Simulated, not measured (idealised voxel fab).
Process module heading - voxel self aligned contacts
Displayed cross-section: cut, width of 285 nm, square cells sized 5 nm.
Think of the cross-section as a grid of square cells. We describe it in bands, top to bottom, and each band covers one or more rows of those cells.
In this notation a band is specified by the heights of its top and bottom, in that order and in nm, after which its materials appear from left to right, each paired with its width in nm. The word "throughout" attached to a single material means that material fills the band from edge to edge; the word "empty" stands for empty space.
It should be noted that heights are counted from 0, beneath which the wafer as supplied is of one material throughout, and that the lowest band possesses no lower boundary but continues downward, as written in "0 down".
The two numbers in a width such as "30..40" mark its ends across the band: the first belongs to the top row of cells, the second to the bottom row, and from each row to the next the width moves by the same amount.
Given "identical to before" for a step, no cell of the cross-section differs between before and after that step.
Enclosed voids (no open way to top), threshold 8 cells or more, entry "Closed void entries", notation width x height at distance, distance from left edge, nm.
The remark found on a step's line after its settings is issued by the simulator itself and pertains to that step.
overlay nm: on a step with a mask, how far right of its planned place the mask lay; negative means left.
[Process steps foreseen in the plan]
1 RECEIVE | material Si
2 CONFORMAL_DEP | material SiO2 | thk nm 5
3 DIRECTIONAL_DEP | material polySi | thk nm 25
4 DIRECTIONAL_DEP | material SiN | thk nm 15
5 DIRECTIONAL_DEP | material aC | thk nm 15
6 PATTERN | tone cover | mask id GATE | material resist | width nm 35 | pitch nm 60 | thk nm 30 | overlay nm 0
7 DIRECTIONAL_ETCH | etch materials aC | depth nm 15
8 STRIP | etch materials resist
9 DIRECTIONAL_ETCH | etch materials SiN | depth nm 15
10 DIRECTIONAL_ETCH | etch materials polySi | depth nm 25
11 STRIP | etch materials aC
12 CONFORMAL_DEP | material SiN | thk nm 5
13 DIRECTIONAL_ETCH | etch materials SiN | depth nm 5
14 FILL_DEP | material SiO2 | thk nm 15
15 CMP | height nm 55
16 DIRECTIONAL_DEP | material aC | thk nm 15
17 PATTERN | tone open | mask id CONTACT | material resist | width nm 45 | pitch nm 60 | thk nm 35 | overlay nm 0
18 DIRECTIONAL_ETCH | etch materials aC | depth nm 15
19 STRIP | etch materials resist
20 DIRECTIONAL_ETCH | etch materials SiO2 | depth nm 55
21 STRIP | etch materials aC
22 CONFORMAL_DEP | material TiN | thk nm 5
23 FILL_DEP | material Ru | thk nm 5
24 CMP | height nm 55
25 CONFORMAL_DEP | material SiCN | thk nm 5
[First wafer of two (run as planned)]
[Incoming wafer in cross-section (state: after step 1)]
* 0 down  Si throughout
* Closed void entries: none
[Step 2 done - wafer cross-section]
* 5 to 0  SiO2 throughout
* Lower than 0, everything is as it was.
[Step 3 done - wafer cross-section]
* 30 to 5  polySi throughout
* Lower than 5, everything is as it was.
[Step 4 done - wafer cross-section]
* 45 to 30  SiN throughout
* Lower than 30, everything is as it was.
[Step 5 done - wafer cross-section]
* 60 to 45  aC throughout
* Lower than 45, everything is as it was.
[Step 6 done - wafer cross-section]
* 90 to 60  empty=65; resist=35; empty=25; resist=35; empty=25; resist=35; empty=65
* Lower than 60, everything is as it was.
[Step 7 done - wafer cross-section]
* 75 to 60  empty=65; resist=35; empty=25; resist=35; empty=25; resist=35; empty=65
* 60 to 45  empty=65; aC=35; empty=25; aC=35; empty=25; aC=35; empty=65
* Lower than 45, everything is as it was.
[Step 8 done - wafer cross-section]
* 60 to 45  empty=65; aC=35; empty=25; aC=35; empty=25; aC=35; empty=65
* Lower than 45, everything is as it was.
[Step 9 done - wafer cross-section]
* 60 to 45  empty=65; aC=35; empty=25; aC=35; empty=25; aC=35; empty=65
* 45 to 30  empty=65; SiN=35; empty=25; SiN=35; empty=25; SiN=35; empty=65
* Lower than 30, everything is as it was.
[Step 10 done - wafer cross-section]
* 60 to 45  empty=65; aC=35; empty=25; aC=35; empty=25; aC=35; empty=65
* 45 to 30  empty=65; SiN=35; empty=25; SiN=35; empty=25; SiN=35; empty=65
* 30 to 5  empty=65; polySi=35; empty=25; polySi=35; empty=25; polySi=35; empty=65
* Lower than 5, everything is as it was.
[Step 11 done - wafer cross-section]
* 45 to 30  empty=65; SiN=35; empty=25; SiN=35; empty=25; SiN=35; empty=65
* Lower than 30, everything is as it was.
[Step 12 done - wafer cross-section]
* 50 to 30  empty=60; SiN=45; empty=15; SiN=45; empty=15; SiN=45; empty=60
* 30 to 10  empty=60; SiN=5; polySi=35; SiN=5; empty=15; SiN=5; polySi=35; SiN=5; empty=15; SiN=5; polySi=35; SiN=5; empty=60
* 10 to 5  SiN=65; polySi=35; SiN=25; polySi=35; SiN=25; polySi=35; SiN=65
* Lower than 5, everything is as it was.
[Step 13 done - wafer cross-section]
* 45 to 30  empty=60; SiN=45; empty=15; SiN=45; empty=15; SiN=45; empty=60
* 30 to 5  empty=60; SiN=5; polySi=35; SiN=5; empty=15; SiN=5; polySi=35; SiN=5; empty=15; SiN=5; polySi=35; SiN=5; empty=60
* Lower than 5, everything is as it was.
[Step 14 done - wafer cross-section]
* 60 to 45  SiO2 throughout
* 45 to 30  SiO2=60; SiN=45; SiO2=15; SiN=45; SiO2=15; SiN=45; SiO2=60
* 30 to 5  SiO2=60; SiN=5; polySi=35; SiN=5; SiO2=15; SiN=5; polySi=35; SiN=5; SiO2=15; SiN=5; polySi=35; SiN=5; SiO2=60
* Lower than 5, everything is as it was.
[Step 15 done - wafer cross-section]
* 55 to 45  SiO2 throughout
* Lower than 45, everything is as it was.
[Step 16 done - wafer cross-section]
* 70 to 55  aC throughout
* Lower than 55, everything is as it was.
[Step 17 done - wafer cross-section]
* 105 to 70  resist=90; empty=45; resist=15; empty=45; resist=90
* Lower than 70, everything is as it was.
[Step 18 done - wafer cross-section]
* 90 to 70  resist=90; empty=45; resist=15; empty=45; resist=90
* 70 to 55  aC=90; empty=45; aC=15; empty=45; aC=90
* Lower than 55, everything is as it was.
[Step 19 done - wafer cross-section]
* 70 to 55  aC=90; empty=45; aC=15; empty=45; aC=90
* Lower than 55, everything is as it was.
[Step 20 done - wafer cross-section]
* 70 to 55  aC=90; empty=45; aC=15; empty=45; aC=90
* 55 to 45  SiO2=90; empty=45; SiO2=15; empty=45; SiO2=90
* 45 to 30  SiO2=60; SiN=45; empty=15; SiN=45; empty=15; SiN=45; SiO2=60
* 30 to 5  SiO2=60; SiN=5; polySi=35; SiN=5; empty=15; SiN=5; polySi=35; SiN=5; empty=15; SiN=5; polySi=35; SiN=5; SiO2=60
* 5 to 0  SiO2=105; empty=15; SiO2=45; empty=15; SiO2=105
* Lower than 0, everything is as it was.
[Step 21 done - wafer cross-section]
* 55 to 45  SiO2=90; empty=45; SiO2=15; empty=45; SiO2=90
* Lower than 45, everything is as it was.
[Step 22 done - wafer cross-section]
* 60 to 55  TiN=95; empty=35; TiN=25; empty=35; TiN=95
* 55 to 45  SiO2=90; TiN=5..20; empty=35..5; TiN=5..20; SiO2=15; TiN=5..20; empty=35..5; TiN=5..20; SiO2=90
* 45 to 30  SiO2=60; SiN=45; TiN=5; empty=5; TiN=5; SiN=45; TiN=5; empty=5; TiN=5; SiN=45; SiO2=60
* 30 to 5  SiO2=60; SiN=5; polySi=35; SiN=5; TiN=5; empty=5; TiN=5; SiN=5; polySi=35; SiN=5; TiN=5; empty=5; TiN=5; SiN=5; polySi=35; SiN=5; SiO2=60
* 5 to 0  SiO2=105; TiN=15; SiO2=45; TiN=15; SiO2=105
* Lower than 0, everything is as it was.
[Step 23 done - wafer cross-section]
* 65 to 60  Ru throughout
* 60 to 55  TiN=95; Ru=35; TiN=25; Ru=35; TiN=95
* 55 to 45  SiO2=90; TiN=5..20; Ru=35..5; TiN=5..20; SiO2=15; TiN=5..20; Ru=35..5; TiN=5..20; SiO2=90
* 45 to 30  SiO2=60; SiN=45; TiN=5; Ru=5; TiN=5; SiN=45; TiN=5; Ru=5; TiN=5; SiN=45; SiO2=60
* 30 to 5  SiO2=60; SiN=5; polySi=35; SiN=5; TiN=5; Ru=5; TiN=5; SiN=5; polySi=35; SiN=5; TiN=5; Ru=5; TiN=5; SiN=5; polySi=35; SiN=5; SiO2=60
* Lower than 5, everything is as it was.
[Step 24 done - wafer cross-section]
* 55 to 45  SiO2=90; TiN=5..20; Ru=35..5; TiN=5..20; SiO2=15; TiN=5..20; Ru=35..5; TiN=5..20; SiO2=90
* Lower than 45, everything is as it was.
[Step 25 done - wafer cross-section]
* 60 to 55  SiCN throughout
* Lower than 55, everything is as it was.
[Now the other wafer: same start, same recipe, but we messed up one thing when running it. Up to and including step 1 it's the same as the first one]
Look at the second wafer in cross-section at the time step 2 ought to have finished: identical to before
[Look at the second wafer in cross-section at the time step 3 ought to have finished]
* 25 to 0  polySi throughout
* Lower than 0, everything is as it was.
[Look at the second wafer in cross-section at the time step 4 ought to have finished]
* 40 to 25  SiN throughout
* Lower than 25, everything is as it was.
[Look at the second wafer in cross-section at the time step 5 ought to have finished]
* 55 to 40  aC throughout
* Lower than 40, everything is as it was.
[Look at the second wafer in cross-section at the time step 6 ought to have finished]
* 85 to 55  empty=65; resist=35; empty=25; resist=35; empty=25; resist=35; empty=65
* Lower than 55, everything is as it was.
[Look at the second wafer in cross-section at the time step 7 ought to have finished]
* 70 to 55  empty=65; resist=35; empty=25; resist=35; empty=25; resist=35; empty=65
* 55 to 40  empty=65; aC=35; empty=25; aC=35; empty=25; aC=35; empty=65
* Lower than 40, everything is as it was.
[Look at the second wafer in cross-section at the time step 8 ought to have finished]
* 55 to 40  empty=65; aC=35; empty=25; aC=35; empty=25; aC=35; empty=65
* Lower than 40, everything is as it was.
[Look at the second wafer in cross-section at the time step 9 ought to have finished]
* 55 to 40  empty=65; aC=35; empty=25; aC=35; empty=25; aC=35; empty=65
* 40 to 25  empty=65; SiN=35; empty=25; SiN=35; empty=25; SiN=35; empty=65
* Lower than 25, everything is as it was.
[Look at the second wafer in cross-section at the time step 10 ought to have finished]
* 55 to 40  empty=65; aC=35; empty=25; aC=35; empty=25; aC=35; empty=65
* 40 to 25  empty=65; SiN=35; empty=25; SiN=35; empty=25; SiN=35; empty=65
* 25 to 0  empty=65; polySi=35; empty=25; polySi=35; empty=25; polySi=35; empty=65
* Lower than 0, everything is as it was.
[Look at the second wafer in cross-section at the time step 11 ought to have finished]
* 40 to 25  empty=65; SiN=35; empty=25; SiN=35; empty=25; SiN=35; empty=65
* Lower than 25, everything is as it was.
[Look at the second wafer in cross-section at the time step 12 ought to have finished]
* 45 to 25  empty=60; SiN=45; empty=15; SiN=45; empty=15; SiN=45; empty=60
* 25 to 5  empty=60; SiN=5; polySi=35; SiN=5; empty=15; SiN=5; polySi=35; SiN=5; empty=15; SiN=5; polySi=35; SiN=5; empty=60
* 5 to 0  SiN=65; polySi=35; SiN=25; polySi=35; SiN=25; polySi=35; SiN=65
* Lower than 0, everything is as it was.
[Look at the second wafer in cross-section at the time step 13 ought to have finished]
* 40 to 25  empty=60; SiN=45; empty=15; SiN=45; empty=15; SiN=45; empty=60
* 25 to 0  empty=60; SiN=5; polySi=35; SiN=5; empty=15; SiN=5; polySi=35; SiN=5; empty=15; SiN=5; polySi=35; SiN=5; empty=60
* Lower than 0, everything is as it was.
[Look at the second wafer in cross-section at the time step 14 ought to have finished]
* 55 to 40  SiO2 throughout
* 40 to 25  SiO2=60; SiN=45; SiO2=15; SiN=45; SiO2=15; SiN=45; SiO2=60
* 25 to 0  SiO2=60; SiN=5; polySi=35; SiN=5; SiO2=15; SiN=5; polySi=35; SiN=5; SiO2=15; SiN=5; polySi=35; SiN=5; SiO2=60
* Lower than 0, everything is as it was.
Look at the second wafer in cross-section at the time step 15 ought to have finished: identical to before
[Look at the second wafer in cross-section at the time step 16 ought to have finished]
* 70 to 55  aC throughout
* Lower than 55, everything is as it was.
[Look at the second wafer in cross-section at the time step 17 ought to have finished]
* 105 to 70  resist=90; empty=45; resist=15; empty=45; resist=90
* Lower than 70, everything is as it was.
[Look at the second wafer in cross-section at the time step 18 ought to have finished]
* 90 to 70  resist=90; empty=45; resist=15; empty=45; resist=90
* 70 to 55  aC=90; empty=45; aC=15; empty=45; aC=90
* Lower than 55, everything is as it was.
[Look at the second wafer in cross-section at the time step 19 ought to have finished]
* 70 to 55  aC=90; empty=45; aC=15; empty=45; aC=90
* Lower than 55, everything is as it was.
[Look at the second wafer in cross-section at the time step 20 ought to have finished]
* 70 to 55  aC=90; empty=45; aC=15; empty=45; aC=90
* 55 to 40  SiO2=90; empty=45; SiO2=15; empty=45; SiO2=90
* 40 to 25  SiO2=60; SiN=45; empty=15; SiN=45; empty=15; SiN=45; SiO2=60
* 25 to 0  SiO2=60; SiN=5; polySi=35; SiN=5; empty=15; SiN=5; polySi=35; SiN=5; empty=15; SiN=5; polySi=35; SiN=5; SiO2=60
* Lower than 0, everything is as it was.
[Look at the second wafer in cross-section at the time step 21 ought to have finished]
* 55 to 40  SiO2=90; empty=45; SiO2=15; empty=45; SiO2=90
* Lower than 40, everything is as it was.
[Look at the second wafer in cross-section at the time step 22 ought to have finished]
* 60 to 55  TiN=95; empty=35; TiN=25; empty=35; TiN=95
* 55 to 45  SiO2=90; TiN=5; empty=35; TiN=5; SiO2=15; TiN=5; empty=35; TiN=5; SiO2=90
* 45 to 40  SiO2=90; TiN=20; empty=5; TiN=20; SiO2=15; TiN=20; empty=5; TiN=20; SiO2=90
* 40 to 25  SiO2=60; SiN=45; TiN=5; empty=5; TiN=5; SiN=45; TiN=5; empty=5; TiN=5; SiN=45; SiO2=60
* 25 to 5  SiO2=60; SiN=5; polySi=35; SiN=5; TiN=5; empty=5; TiN=5; SiN=5; polySi=35; SiN=5; TiN=5; empty=5; TiN=5; SiN=5; polySi=35; SiN=5; SiO2=60
* 5 to 0  SiO2=60; SiN=5; polySi=35; SiN=5; TiN=15; SiN=5; polySi=35; SiN=5; TiN=15; SiN=5; polySi=35; SiN=5; SiO2=60
* Lower than 0, everything is as it was.
[Look at the second wafer in cross-section at the time step 23 ought to have finished]
* 65 to 60  Ru throughout
* 60 to 55  TiN=95; Ru=35; TiN=25; Ru=35; TiN=95
* 55 to 45  SiO2=90; TiN=5; Ru=35; TiN=5; SiO2=15; TiN=5; Ru=35; TiN=5; SiO2=90
* 45 to 40  SiO2=90; TiN=20; Ru=5; TiN=20; SiO2=15; TiN=20; Ru=5; TiN=20; SiO2=90
* 40 to 25  SiO2=60; SiN=45; TiN=5; Ru=5; TiN=5; SiN=45; TiN=5; Ru=5; TiN=5; SiN=45; SiO2=60
* 25 to 5  SiO2=60; SiN=5; polySi=35; SiN=5; TiN=5; Ru=5; TiN=5; SiN=5; polySi=35; SiN=5; TiN=5; Ru=5; TiN=5; SiN=5; polySi=35; SiN=5; SiO2=60
* Lower than 5, everything is as it was.
[Look at the second wafer in cross-section at the time step 24 ought to have finished]
* 55 to 45  SiO2=90; TiN=5; Ru=35; TiN=5; SiO2=15; TiN=5; Ru=35; TiN=5; SiO2=90
* Lower than 45, everything is as it was.
[Look at the second wafer in cross-section at the time step 25 ought to have finished]
* 60 to 55  SiCN throughout
* Lower than 55, everything is as it was.
Which mistake was made when the wafer was run? step 2 was left out
FYI, end of process, the second wafer has more or fewer cells of some materials than the first: Ru +12, SiO2 -12
